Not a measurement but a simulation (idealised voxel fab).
Process module heading - voxel transistor to metal
This is section cut - it's 180 nm across, gridded in 5 nm square cells.
Notation: cross-section as square-cell grid; stated in bands, top first, going down; one or more cell rows per band. Basically the band line says how high the top is and how high the bottom is, in nm, and then what's in it from left to right, every material with its width in nm. Empty space shows up as "air", and if a single material carries "edge to edge" it runs the full band edge to edge. Below 0: as-received wafer, all one material; heights counted from there. Lowest band: no bottom, goes on down, written "0 and below". Graded width ("30..40"): value in top row of band = first number; value in bottom row = second number; row-to-row change constant. Basically "stayed the same" means that step didn't change any cell in the cross-section. The entry titled "Sealed internal cavities" provides the empty spaces that have no open way to the top, restricted to those of 8 cells or more. Each is presented as width x height at distance, the distance being measured from the left edge, with all three in nm. Where a step's line continues beyond its settings, the continuation is a remark by the simulator itself on that step. What "overlay nm" on a step's line means: if the step has a mask, that mask lay this far to the right of its planned place, or, when the value is negative, to the left.
### Process steps - plan
1. RECEIVE (material Si)
2. OXIDIZE (depth nm 5)
3. CONFORMAL_DEP (material SiN; thk nm 10)
4. PATTERN (tone cover; mask id ACTIVE; material resist; width nm 95; thk nm 15; overlay nm 0)
5. DIRECTIONAL_ETCH (etch materials SiN; depth nm 10)
6. DIRECTIONAL_ETCH (etch materials SiO2; depth nm 5)
7. DIRECTIONAL_ETCH (etch materials Si; depth nm 25)
8. STRIP (etch materials resist)
9. OXIDIZE (depth nm 5)
10. FILL_DEP (material SiO2; thk nm 15)
11. CMP (height nm 10)
12. SELECTIVE_ETCH (etch materials SiO2; depth nm 5)
13. STRIP (etch materials SiN)
14. SELECTIVE_ETCH (etch materials SiO2; depth nm 5)
15. OXIDIZE (depth nm 5)
16. DIRECTIONAL_DEP (material polySi; thk nm 20)
17. DIRECTIONAL_DEP (material SiCN; thk nm 10)
18. MASKED_ETCH (tone cover; mask id GATE; width nm 15; etch materials SiCN; depth nm 20; overlay nm 0)
19. MASKED_ETCH (tone cover; mask id GATE; width nm 15; etch materials polySi; depth nm 30; overlay nm 0)
20. CONFORMAL_DEP (material SiO2; thk nm 5)
21. DIRECTIONAL_ETCH (etch materials SiO2; depth nm 5)
22. CONFORMAL_DEP (material SiN; thk nm 10)
23. DIRECTIONAL_ETCH (etch materials SiN; depth nm 10)
24. DIRECTIONAL_ETCH (etch materials SiO2; depth nm 5)
25. DIRECTIONAL_ETCH (etch materials Si; depth nm 15)
26. EPI (material nSi; thk nm 20)
27. FILL_DEP (material SiO2; thk nm 5)
28. CMP (height nm 25)
29. DIRECTIONAL_DEP (material SiO2; thk nm 10)
30. PATTERN (tone open; mask id CONTACT; material resist; width nm 25; pitch nm 50; thk nm 15; overlay nm 0)
31. DIRECTIONAL_ETCH (etch materials SiO2; depth nm 25)
32. STRIP (etch materials resist)
33. CONFORMAL_DEP (material TiN; thk nm 5)
34. FILL_DEP (material Ru; thk nm 5)
35. CMP (height nm 35)
36. CONFORMAL_DEP (material SiN; thk nm 5)
37. DIRECTIONAL_DEP (material lowk; thk nm 20)
38. PATTERN (tone open; mask id METAL_1; material resist; width nm 15; pitch nm 60; thk nm 20; overlay nm 0)
39. DIRECTIONAL_ETCH (etch materials lowk; depth nm 20)
40. DIRECTIONAL_ETCH (etch materials SiN; depth nm 5)
41. STRIP (etch materials resist)
42. CONFORMAL_DEP (material TiN; thk nm 5)
43. FILL_DEP (material W; thk nm 5)
44. CMP (height nm 60)
45. CONFORMAL_DEP (material SiCN; thk nm 5)
### Below: the first of two wafers, run as planned
### Cross-section of the wafer as it came to us, i.e., already through step 1
    0 and below = Si edge to edge
    Sealed internal cavities: none
### Once step 2 is through, the wafer looks like this in cross-section
    0 down to -5 = SiO2 edge to edge
    Under -5: no change, same as before.
### Once step 3 is through, the wafer looks like this in cross-section
    10 down to 0 = SiN edge to edge
    Under 0: no change, same as before.
### Once step 4 is through, the wafer looks like this in cross-section
    25 down to 10 = 40 air / 95 resist / 45 air
    Under 10: no change, same as before.
### Once step 5 is through, the wafer looks like this in cross-section
    25 down to 10 = 40 air / 95 resist / 45 air
    10 down to 0 = 40 air / 95 SiN / 45 air
    Under 0: no change, same as before.
### Once step 6 is through, the wafer looks like this in cross-section
    25 down to 10 = 40 air / 95 resist / 45 air
    10 down to 0 = 40 air / 95 SiN / 45 air
    0 down to -5 = 40 air / 95 SiO2 / 45 air
    Under -5: no change, same as before.
### Once step 7 is through, the wafer looks like this in cross-section
    25 down to 10 = 40 air / 95 resist / 45 air
    10 down to 0 = 40 air / 95 SiN / 45 air
    0 down to -5 = 40 air / 95 SiO2 / 45 air
    -5 down to -30 = 40 air / 95 Si / 45 air
    Under -30: no change, same as before.
### Once step 8 is through, the wafer looks like this in cross-section
    10 down to 0 = 40 air / 95 SiN / 45 air
    Under 0: no change, same as before.
### Once step 9 is through, the wafer looks like this in cross-section
    10 down to 0 = 40 air / 95 SiN / 45 air
    0 down to -5 = 40 air / 95 SiO2 / 45 air
    -5 down to -30 = 40 air / 5 SiO2 / 85 Si / 5 SiO2 / 45 air
    -30 down to -35 = 45 SiO2 / 85 Si / 50 SiO2
    Under -35: no change, same as before.
### Once step 10 is through, the wafer looks like this in cross-section
    25 down to 10 = SiO2 edge to edge
    10 down to 0 = 40 SiO2 / 95 SiN / 45 SiO2
    0 down to -5 = SiO2 edge to edge
    -5 down to -35 = 45 SiO2 / 85 Si / 50 SiO2
    Under -35: no change, same as before.
### Once step 11 is through, the wafer looks like this in cross-section
    10 down to 0 = 40 SiO2 / 95 SiN / 45 SiO2
    Under 0: no change, same as before.
### Once step 12 is through, the wafer looks like this in cross-section
    10 down to 5 = 40 air / 95 SiN / 45 air
    Under 5: no change, same as before.
### Once step 13 is through, the wafer looks like this in cross-section
    5 down to 0 = 40 SiO2 / 95 air / 45 SiO2
    Under 0: no change, same as before.
### Once step 14 is through, the wafer looks like this in cross-section
    0 down to -5 = 35 SiO2 / 105 air / 40 SiO2
    Under -5: no change, same as before.
### Once step 15 is through, the wafer looks like this in cross-section
    0 down to -5 = 35 SiO2 / 105 air / 40 SiO2
    -5 down to -10 = SiO2 edge to edge
    Under -10: no change, same as before.
### Once step 16 is through, the wafer looks like this in cross-section
    20 down to 15 = 35 polySi / 105 air / 40 polySi
    15 down to 0 = polySi edge to edge
    0 down to -5 = 35 SiO2 / 105 polySi / 40 SiO2
    Under -5: no change, same as before.
### Once step 17 is through, the wafer looks like this in cross-section
    30 down to 25 = 35 SiCN / 105 air / 40 SiCN
    25 down to 20 = SiCN edge to edge
    20 down to 15 = 35 polySi / 105 SiCN / 40 polySi
    Under 15: no change, same as before.
### Once step 18 is through, the wafer looks like this in cross-section
    25 down to 20 = 80 air / 15 SiCN / 85 air
    20 down to 15 = 35 polySi / 45 air / 15 SiCN / 45 air / 40 polySi
    Under 15: no change, same as before.
### Once step 19 is through, the wafer looks like this in cross-section
    25 down to 15 = 80 air / 15 SiCN / 85 air
    15 down to 0 = 80 air / 15 polySi / 85 air
    0 down to -5 = 35 SiO2 / 45 air / 15 polySi / 45 air / 40 SiO2
    Under -5: no change, same as before.
### Once step 20 is through, the wafer looks like this in cross-section
    30 down to 25 = 75 air / 25 SiO2 / 80 air
    25 down to 15 = 75 air / 5 SiO2 / 15 SiCN / 5 SiO2 / 80 air
    15 down to 5 = 75 air / 5 SiO2 / 15 polySi / 5 SiO2 / 80 air
    5 down to 0 = 40 SiO2 / 35 air / 5 SiO2 / 15 polySi / 5 SiO2 / 35 air / 45 SiO2
    0 down to -5 = 80 SiO2 / 15 polySi / 85 SiO2
    Under -5: no change, same as before.
### Once step 21 is through, the wafer looks like this in cross-section
    25 down to 15 = 75 air / 5 SiO2 / 15 SiCN / 5 SiO2 / 80 air
    15 down to 0 = 75 air / 5 SiO2 / 15 polySi / 5 SiO2 / 80 air
    0 down to -5 = 40 SiO2 / 35 air / 5 SiO2 / 15 polySi / 5 SiO2 / 35 air / 45 SiO2
    Under -5: no change, same as before.
### Once step 22 is through, the wafer looks like this in cross-section
    35 down to 25 = 65 air / 45 SiN / 70 air
    25 down to 15 = 65 air / 10 SiN / 5 SiO2 / 15 SiCN / 5 SiO2 / 10 SiN / 70 air
    15 down to 10 = 65 air / 10 SiN / 5 SiO2 / 15 polySi / 5 SiO2 / 10 SiN / 70 air
    10 down to 5 = 50 SiN / 15 air / 10 SiN / 5 SiO2 / 15 polySi / 5 SiO2 / 10 SiN / 15 air / 55 SiN
    5 down to 0 = 75 SiN / 5 SiO2 / 15 polySi / 5 SiO2 / 80 SiN
    0 down to -5 = 40 SiO2 / 35 SiN / 5 SiO2 / 15 polySi / 5 SiO2 / 35 SiN / 45 SiO2
    Under -5: no change, same as before.
### Once step 23 is through, the wafer looks like this in cross-section
    25 down to 15 = 65 air / 10 SiN / 5 SiO2 / 15 SiCN / 5 SiO2 / 10 SiN / 70 air
    15 down to 0 = 65 air / 10 SiN / 5 SiO2 / 15 polySi / 5 SiO2 / 10 SiN / 70 air
    0 down to -5 = 40 SiO2 / 10 SiN / 15 air / 10 SiN / 5 SiO2 / 15 polySi / 5 SiO2 / 10 SiN / 15 air / 10 SiN / 45 SiO2
    Under -5: no change, same as before.
### Once step 24 is through, the wafer looks like this in cross-section
    25 down to 20 = 65 air / 10 SiN / 5 air / 15 SiCN / 5 air / 10 SiN / 70 air
    20 down to 15 = 65 air / 10 SiN / 5 SiO2 / 15 SiCN / 5 SiO2 / 10 SiN / 70 air
    15 down to 0 = 65 air / 10 SiN / 5 SiO2 / 15 polySi / 5 SiO2 / 10 SiN / 70 air
    0 down to -5 = 40 air / 10 SiN / 15 air / 10 SiN / 5 SiO2 / 15 polySi / 5 SiO2 / 10 SiN / 15 air / 10 SiN / 45 air
    -5 down to -10 = 50 SiO2 / 15 air / 45 SiO2 / 15 air / 55 SiO2
    Under -10: no change, same as before.
### Once step 25 is through, the wafer looks like this in cross-section
    25 down to 20 = 65 air / 10 SiN / 5 air / 15 SiCN / 5 air / 10 SiN / 70 air
    20 down to 15 = 65 air / 10 SiN / 5 SiO2 / 15 SiCN / 5 SiO2 / 10 SiN / 70 air
    15 down to 0 = 65 air / 10 SiN / 5 SiO2 / 15 polySi / 5 SiO2 / 10 SiN / 70 air
    0 down to -5 = 40 air / 10 SiN / 15 air / 10 SiN / 5 SiO2 / 15 polySi / 5 SiO2 / 10 SiN / 15 air / 10 SiN / 45 air
    -5 down to -10 = 50 SiO2 / 15 air / 45 SiO2 / 15 air / 55 SiO2
    -10 down to -25 = 45 SiO2 / 5 Si / 15 air / 45 Si / 15 air / 5 Si / 50 SiO2
    Under -25: no change, same as before.
### Once step 26 is through, the wafer looks like this in cross-section
    25 down to 20 = 65 air / 10 SiN / 5 air / 15 SiCN / 5 air / 10 SiN / 70 air
    20 down to 15 = 65 air / 10 SiN / 5 SiO2 / 15 SiCN / 5 SiO2 / 10 SiN / 70 air
    15 down to 10 = 65 air / 10 SiN / 5 SiO2 / 15 polySi / 5 SiO2 / 10 SiN / 70 air
    10 down to 0 = 40 air / 25 nSi / 10 SiN / 5 SiO2 / 15 polySi / 5 SiO2 / 10 SiN / 25 nSi / 45 air
    0 down to -5 = 40 air / 10 SiN / 15 nSi / 10 SiN / 5 SiO2 / 15 polySi / 5 SiO2 / 10 SiN / 15 nSi / 10 SiN / 45 air
    -5 down to -10 = 50 SiO2 / 15 nSi / 45 SiO2 / 15 nSi / 55 SiO2
    -10 down to -25 = 45 SiO2 / 5 Si / 15 nSi / 45 Si / 15 nSi / 5 Si / 50 SiO2
    Under -25: no change, same as before.
### Once step 27 is through, the wafer looks like this in cross-section
    30 down to 25 = SiO2 edge to edge
    25 down to 15 = 65 SiO2 / 10 SiN / 5 SiO2 / 15 SiCN / 5 SiO2 / 10 SiN / 70 SiO2
    15 down to 10 = 65 SiO2 / 10 SiN / 5 SiO2 / 15 polySi / 5 SiO2 / 10 SiN / 70 SiO2
    10 down to 0 = 40 SiO2 / 25 nSi / 10 SiN / 5 SiO2 / 15 polySi / 5 SiO2 / 10 SiN / 25 nSi / 45 SiO2
    0 down to -5 = 40 SiO2 / 10 SiN / 15 nSi / 10 SiN / 5 SiO2 / 15 polySi / 5 SiO2 / 10 SiN / 15 nSi / 10 SiN / 45 SiO2
    Under -5: no change, same as before.
### Once step 28 is through, the wafer looks like this in cross-section
    25 down to 15 = 65 SiO2 / 10 SiN / 5 SiO2 / 15 SiCN / 5 SiO2 / 10 SiN / 70 SiO2
    Under 15: no change, same as before.
### Once step 29 is through, the wafer looks like this in cross-section
    35 down to 25 = SiO2 edge to edge
    Under 25: no change, same as before.
### Once step 30 is through, the wafer looks like this in cross-section
    50 down to 35 = 50 resist / 25 air / 25 resist / 25 air / 55 resist
    Under 35: no change, same as before.
### Once step 31 is through, the wafer looks like this in cross-section
    50 down to 35 = 50 resist / 25 air / 25 resist / 25 air / 55 resist
    35 down to 25 = 50 SiO2 / 25 air / 25 SiO2 / 25 air / 55 SiO2
    25 down to 15 = 50 SiO2 / 15 air / 10 SiN / 5 SiO2 / 15 SiCN / 5 SiO2 / 10 SiN / 15 air / 55 SiO2
    15 down to 10 = 50 SiO2 / 15 air / 10 SiN / 5 SiO2 / 15 polySi / 5 SiO2 / 10 SiN / 15 air / 55 SiO2
    Under 10: no change, same as before.
### Once step 32 is through, the wafer looks like this in cross-section
    35 down to 25 = 50 SiO2 / 25 air / 25 SiO2 / 25 air / 55 SiO2
    Under 25: no change, same as before.
### Once step 33 is through, the wafer looks like this in cross-section
    40 down to 35 = 55 TiN / 15 air / 35 TiN / 15 air / 60 TiN
    35 down to 25 = 50 SiO2 / 5 TiN / 15..5 air / 5..15 TiN / 25 SiO2 / 5..15 TiN / 15..5 air / 5 TiN / 55 SiO2
    25 down to 15 = 50 SiO2 / 5 TiN / 5 air / 5 TiN / 10 SiN / 5 SiO2 / 15 SiCN / 5 SiO2 / 10 SiN / 5 TiN / 5 air / 5 TiN / 55 SiO2
    15 down to 10 = 50 SiO2 / 15 TiN / 10 SiN / 5 SiO2 / 15 polySi / 5 SiO2 / 10 SiN / 15 TiN / 55 SiO2
    Under 10: no change, same as before.
### Once step 34 is through, the wafer looks like this in cross-section
    45 down to 40 = Ru edge to edge
    40 down to 35 = 55 TiN / 15 Ru / 35 TiN / 15 Ru / 60 TiN
    35 down to 25 = 50 SiO2 / 5 TiN / 15..5 Ru / 5..15 TiN / 25 SiO2 / 5..15 TiN / 15..5 Ru / 5 TiN / 55 SiO2
    25 down to 15 = 50 SiO2 / 5 TiN / 5 Ru / 5 TiN / 10 SiN / 5 SiO2 / 15 SiCN / 5 SiO2 / 10 SiN / 5 TiN / 5 Ru / 5 TiN / 55 SiO2
    Under 15: no change, same as before.
### Once step 35 is through, the wafer looks like this in cross-section
    35 down to 25 = 50 SiO2 / 5 TiN / 15..5 Ru / 5..15 TiN / 25 SiO2 / 5..15 TiN / 15..5 Ru / 5 TiN / 55 SiO2
    Under 25: no change, same as before.
### Once step 36 is through, the wafer looks like this in cross-section
    40 down to 35 = SiN edge to edge
    Under 35: no change, same as before.
### Once step 37 is through, the wafer looks like this in cross-section
    60 down to 40 = lowk edge to edge
    Under 40: no change, same as before.
### Once step 38 is through, the wafer looks like this in cross-section
    80 down to 60 = 50 resist / 15 air / 45 resist / 15 air / 55 resist
    Under 60: no change, same as before.
### Once step 39 is through, the wafer looks like this in cross-section
    80 down to 60 = 50 resist / 15 air / 45 resist / 15 air / 55 resist
    60 down to 40 = 50 lowk / 15 air / 45 lowk / 15 air / 55 lowk
    Under 40: no change, same as before.
### Once step 40 is through, the wafer looks like this in cross-section
    80 down to 60 = 50 resist / 15 air / 45 resist / 15 air / 55 resist
    60 down to 40 = 50 lowk / 15 air / 45 lowk / 15 air / 55 lowk
    40 down to 35 = 50 SiN / 15 air / 45 SiN / 15 air / 55 SiN
    Under 35: no change, same as before.
### Once step 41 is through, the wafer looks like this in cross-section
    60 down to 40 = 50 lowk / 15 air / 45 lowk / 15 air / 55 lowk
    Under 40: no change, same as before.
### Once step 42 is through, the wafer looks like this in cross-section
    65 down to 60 = 55 TiN / 5 air / 55 TiN / 5 air / 60 TiN
    60 down to 40 = 50 lowk / 5 TiN / 5 air / 5 TiN / 45 lowk / 5 TiN / 5 air / 5 TiN / 55 lowk
    40 down to 35 = 50 SiN / 15 TiN / 45 SiN / 15 TiN / 55 SiN
    Under 35: no change, same as before.
### Once step 43 is through, the wafer looks like this in cross-section
    70 down to 65 = W edge to edge
    65 down to 60 = 55 TiN / 5 W / 55 TiN / 5 W / 60 TiN
    60 down to 40 = 50 lowk / 5 TiN / 5 W / 5 TiN / 45 lowk / 5 TiN / 5 W / 5 TiN / 55 lowk
    Under 40: no change, same as before.
### Once step 44 is through, the wafer looks like this in cross-section
    60 down to 40 = 50 lowk / 5 TiN / 5 W / 5 TiN / 45 lowk / 5 TiN / 5 W / 5 TiN / 55 lowk
    Under 40: no change, same as before.
### Once step 45 is through, the wafer looks like this in cross-section
    65 down to 60 = SiCN edge to edge
    Under 60: no change, same as before.
### Regarding the second of the two wafers: it shared the first wafer's starting condition and process plan, yet one error occurred during its execution. Its history coincides with that of the first wafer up to and including step 1
### Cross-section, second wafer, at the end time the plan gives for step 2
    0 down to -15 = SiO2 edge to edge
    Under -15: no change, same as before.
### Cross-section, second wafer, at the end time the plan gives for step 3
    10 down to 0 = SiN edge to edge
    Under 0: no change, same as before.
### Cross-section, second wafer, at the end time the plan gives for step 4
    25 down to 10 = 40 air / 95 resist / 45 air
    Under 10: no change, same as before.
### Cross-section, second wafer, at the end time the plan gives for step 5
    25 down to 10 = 40 air / 95 resist / 45 air
    10 down to 0 = 40 air / 95 SiN / 45 air
    Under 0: no change, same as before.
### Cross-section, second wafer, at the end time the plan gives for step 6
    25 down to 10 = 40 air / 95 resist / 45 air
    10 down to 0 = 40 air / 95 SiN / 45 air
    0 down to -5 = 40 air / 95 SiO2 / 45 air
    Under -5: no change, same as before.
Cross-section, second wafer, at the end time the plan gives for step 7: stayed the same
### Cross-section, second wafer, at the end time the plan gives for step 8
    10 down to 0 = 40 air / 95 SiN / 45 air
    Under 0: no change, same as before.
Cross-section, second wafer, at the end time the plan gives for step 9: stayed the same
### Cross-section, second wafer, at the end time the plan gives for step 10
    25 down to 10 = SiO2 edge to edge
    10 down to 0 = 40 SiO2 / 95 SiN / 45 SiO2
    0 down to -15 = SiO2 edge to edge
    Under -15: no change, same as before.
### Cross-section, second wafer, at the end time the plan gives for step 11
    10 down to 0 = 40 SiO2 / 95 SiN / 45 SiO2
    Under 0: no change, same as before.
### Cross-section, second wafer, at the end time the plan gives for step 12
    10 down to 5 = 40 air / 95 SiN / 45 air
    Under 5: no change, same as before.
### Cross-section, second wafer, at the end time the plan gives for step 13
    5 down to 0 = 40 SiO2 / 95 air / 45 SiO2
    Under 0: no change, same as before.
### Cross-section, second wafer, at the end time the plan gives for step 14
    0 down to -5 = 35 SiO2 / 105 air / 40 SiO2
    Under -5: no change, same as before.
Cross-section, second wafer, at the end time the plan gives for step 15: stayed the same
### Cross-section, second wafer, at the end time the plan gives for step 16
    20 down to 15 = 35 polySi / 105 air / 40 polySi
    15 down to 0 = polySi edge to edge
    0 down to -5 = 35 SiO2 / 105 polySi / 40 SiO2
    Under -5: no change, same as before.
### Cross-section, second wafer, at the end time the plan gives for step 17
    30 down to 25 = 35 SiCN / 105 air / 40 SiCN
    25 down to 20 = SiCN edge to edge
    20 down to 15 = 35 polySi / 105 SiCN / 40 polySi
    Under 15: no change, same as before.
### Cross-section, second wafer, at the end time the plan gives for step 18
    25 down to 20 = 80 air / 15 SiCN / 85 air
    20 down to 15 = 35 polySi / 45 air / 15 SiCN / 45 air / 40 polySi
    Under 15: no change, same as before.
### Cross-section, second wafer, at the end time the plan gives for step 19
    25 down to 15 = 80 air / 15 SiCN / 85 air
    15 down to 0 = 80 air / 15 polySi / 85 air
    0 down to -5 = 35 SiO2 / 45 air / 15 polySi / 45 air / 40 SiO2
    Under -5: no change, same as before.
### Cross-section, second wafer, at the end time the plan gives for step 20
    30 down to 25 = 75 air / 25 SiO2 / 80 air
    25 down to 15 = 75 air / 5 SiO2 / 15 SiCN / 5 SiO2 / 80 air
    15 down to 5 = 75 air / 5 SiO2 / 15 polySi / 5 SiO2 / 80 air
    5 down to 0 = 40 SiO2 / 35 air / 5 SiO2 / 15 polySi / 5 SiO2 / 35 air / 45 SiO2
    0 down to -5 = 80 SiO2 / 15 polySi / 85 SiO2
    Under -5: no change, same as before.
### Cross-section, second wafer, at the end time the plan gives for step 21
    25 down to 15 = 75 air / 5 SiO2 / 15 SiCN / 5 SiO2 / 80 air
    15 down to 0 = 75 air / 5 SiO2 / 15 polySi / 5 SiO2 / 80 air
    0 down to -5 = 40 SiO2 / 35 air / 5 SiO2 / 15 polySi / 5 SiO2 / 35 air / 45 SiO2
    Under -5: no change, same as before.
### Cross-section, second wafer, at the end time the plan gives for step 22
    35 down to 25 = 65 air / 45 SiN / 70 air
    25 down to 15 = 65 air / 10 SiN / 5 SiO2 / 15 SiCN / 5 SiO2 / 10 SiN / 70 air
    15 down to 10 = 65 air / 10 SiN / 5 SiO2 / 15 polySi / 5 SiO2 / 10 SiN / 70 air
    10 down to 5 = 50 SiN / 15 air / 10 SiN / 5 SiO2 / 15 polySi / 5 SiO2 / 10 SiN / 15 air / 55 SiN
    5 down to 0 = 75 SiN / 5 SiO2 / 15 polySi / 5 SiO2 / 80 SiN
    0 down to -5 = 40 SiO2 / 35 SiN / 5 SiO2 / 15 polySi / 5 SiO2 / 35 SiN / 45 SiO2
    Under -5: no change, same as before.
### Cross-section, second wafer, at the end time the plan gives for step 23
    25 down to 15 = 65 air / 10 SiN / 5 SiO2 / 15 SiCN / 5 SiO2 / 10 SiN / 70 air
    15 down to 0 = 65 air / 10 SiN / 5 SiO2 / 15 polySi / 5 SiO2 / 10 SiN / 70 air
    0 down to -5 = 40 SiO2 / 10 SiN / 15 air / 10 SiN / 5 SiO2 / 15 polySi / 5 SiO2 / 10 SiN / 15 air / 10 SiN / 45 SiO2
    Under -5: no change, same as before.
### Cross-section, second wafer, at the end time the plan gives for step 24
    25 down to 20 = 65 air / 10 SiN / 5 air / 15 SiCN / 5 air / 10 SiN / 70 air
    20 down to 15 = 65 air / 10 SiN / 5 SiO2 / 15 SiCN / 5 SiO2 / 10 SiN / 70 air
    15 down to 0 = 65 air / 10 SiN / 5 SiO2 / 15 polySi / 5 SiO2 / 10 SiN / 70 air
    0 down to -5 = 40 air / 10 SiN / 15 air / 10 SiN / 5 SiO2 / 15 polySi / 5 SiO2 / 10 SiN / 15 air / 10 SiN / 45 air
    -5 down to -10 = 50 SiO2 / 15 air / 45 SiO2 / 15 air / 55 SiO2
    Under -10: no change, same as before.
Cross-section, second wafer, at the end time the plan gives for step 25: stayed the same
Cross-section, second wafer, at the end time the plan gives for step 26: stayed the same
### Cross-section, second wafer, at the end time the plan gives for step 27
    30 down to 25 = SiO2 edge to edge
    25 down to 15 = 65 SiO2 / 10 SiN / 5 SiO2 / 15 SiCN / 5 SiO2 / 10 SiN / 70 SiO2
    15 down to 0 = 65 SiO2 / 10 SiN / 5 SiO2 / 15 polySi / 5 SiO2 / 10 SiN / 70 SiO2
    0 down to -5 = 40 SiO2 / 10 SiN / 15 SiO2 / 10 SiN / 5 SiO2 / 15 polySi / 5 SiO2 / 10 SiN / 15 SiO2 / 10 SiN / 45 SiO2
    -5 down to -15 = SiO2 edge to edge
    Under -15: no change, same as before.
### Cross-section, second wafer, at the end time the plan gives for step 28
    25 down to 15 = 65 SiO2 / 10 SiN / 5 SiO2 / 15 SiCN / 5 SiO2 / 10 SiN / 70 SiO2
    Under 15: no change, same as before.
### Cross-section, second wafer, at the end time the plan gives for step 29
    35 down to 25 = SiO2 edge to edge
    Under 25: no change, same as before.
### Cross-section, second wafer, at the end time the plan gives for step 30
    50 down to 35 = 50 resist / 25 air / 25 resist / 25 air / 55 resist
    Under 35: no change, same as before.
### Cross-section, second wafer, at the end time the plan gives for step 31
    50 down to 35 = 50 resist / 25 air / 25 resist / 25 air / 55 resist
    35 down to 25 = 50 SiO2 / 25 air / 25 SiO2 / 25 air / 55 SiO2
    25 down to 15 = 50 SiO2 / 15 air / 10 SiN / 5 SiO2 / 15 SiCN / 5 SiO2 / 10 SiN / 15 air / 55 SiO2
    15 down to 10 = 50 SiO2 / 15 air / 10 SiN / 5 SiO2 / 15 polySi / 5 SiO2 / 10 SiN / 15 air / 55 SiO2
    Under 10: no change, same as before.
### Cross-section, second wafer, at the end time the plan gives for step 32
    35 down to 25 = 50 SiO2 / 25 air / 25 SiO2 / 25 air / 55 SiO2
    Under 25: no change, same as before.
### Cross-section, second wafer, at the end time the plan gives for step 33
    40 down to 35 = 55 TiN / 15 air / 35 TiN / 15 air / 60 TiN
    35 down to 25 = 50 SiO2 / 5 TiN / 15..5 air / 5..15 TiN / 25 SiO2 / 5..15 TiN / 15..5 air / 5 TiN / 55 SiO2
    25 down to 15 = 50 SiO2 / 5 TiN / 5 air / 5 TiN / 10 SiN / 5 SiO2 / 15 SiCN / 5 SiO2 / 10 SiN / 5 TiN / 5 air / 5 TiN / 55 SiO2
    15 down to 10 = 50 SiO2 / 15 TiN / 10 SiN / 5 SiO2 / 15 polySi / 5 SiO2 / 10 SiN / 15 TiN / 55 SiO2
    Under 10: no change, same as before.
### Cross-section, second wafer, at the end time the plan gives for step 34
    45 down to 40 = Ru edge to edge
    40 down to 35 = 55 TiN / 15 Ru / 35 TiN / 15 Ru / 60 TiN
    35 down to 25 = 50 SiO2 / 5 TiN / 15..5 Ru / 5..15 TiN / 25 SiO2 / 5..15 TiN / 15..5 Ru / 5 TiN / 55 SiO2
    25 down to 15 = 50 SiO2 / 5 TiN / 5 Ru / 5 TiN / 10 SiN / 5 SiO2 / 15 SiCN / 5 SiO2 / 10 SiN / 5 TiN / 5 Ru / 5 TiN / 55 SiO2
    Under 15: no change, same as before.
### Cross-section, second wafer, at the end time the plan gives for step 35
    35 down to 25 = 50 SiO2 / 5 TiN / 15..5 Ru / 5..15 TiN / 25 SiO2 / 5..15 TiN / 15..5 Ru / 5 TiN / 55 SiO2
    Under 25: no change, same as before.
### Cross-section, second wafer, at the end time the plan gives for step 36
    40 down to 35 = SiN edge to edge
    Under 35: no change, same as before.
### Cross-section, second wafer, at the end time the plan gives for step 37
    60 down to 40 = lowk edge to edge
    Under 40: no change, same as before.
### Cross-section, second wafer, at the end time the plan gives for step 38
    80 down to 60 = 50 resist / 15 air / 45 resist / 15 air / 55 resist
    Under 60: no change, same as before.
### Cross-section, second wafer, at the end time the plan gives for step 39
    80 down to 60 = 50 resist / 15 air / 45 resist / 15 air / 55 resist
    60 down to 40 = 50 lowk / 15 air / 45 lowk / 15 air / 55 lowk
    Under 40: no change, same as before.
### Cross-section, second wafer, at the end time the plan gives for step 40
    80 down to 60 = 50 resist / 15 air / 45 resist / 15 air / 55 resist
    60 down to 40 = 50 lowk / 15 air / 45 lowk / 15 air / 55 lowk
    40 down to 35 = 50 SiN / 15 air / 45 SiN / 15 air / 55 SiN
    Under 35: no change, same as before.
### Cross-section, second wafer, at the end time the plan gives for step 41
    60 down to 40 = 50 lowk / 15 air / 45 lowk / 15 air / 55 lowk
    Under 40: no change, same as before.
### Cross-section, second wafer, at the end time the plan gives for step 42
    65 down to 60 = 55 TiN / 5 air / 55 TiN / 5 air / 60 TiN
    60 down to 40 = 50 lowk / 5 TiN / 5 air / 5 TiN / 45 lowk / 5 TiN / 5 air / 5 TiN / 55 lowk
    40 down to 35 = 50 SiN / 15 TiN / 45 SiN / 15 TiN / 55 SiN
    Under 35: no change, same as before.
### Cross-section, second wafer, at the end time the plan gives for step 43
    70 down to 65 = W edge to edge
    65 down to 60 = 55 TiN / 5 W / 55 TiN / 5 W / 60 TiN
    60 down to 40 = 50 lowk / 5 TiN / 5 W / 5 TiN / 45 lowk / 5 TiN / 5 W / 5 TiN / 55 lowk
    Under 40: no change, same as before.
### Cross-section, second wafer, at the end time the plan gives for step 44
    60 down to 40 = 50 lowk / 5 TiN / 5 W / 5 TiN / 45 lowk / 5 TiN / 5 W / 5 TiN / 55 lowk
    Under 40: no change, same as before.
### Cross-section, second wafer, at the end time the plan gives for step 45
    65 down to 60 = SiCN edge to edge
    Under 60: no change, same as before.
Where did the run depart from the plan? the process deviated at step 2: the operation and settings actually run there were OXIDIZE (depth nm 15)
Per the end-of-run cell counts, the second wafer holds more or fewer of some materials than the first: +77 Si, -27 SiO2, -50 nSi
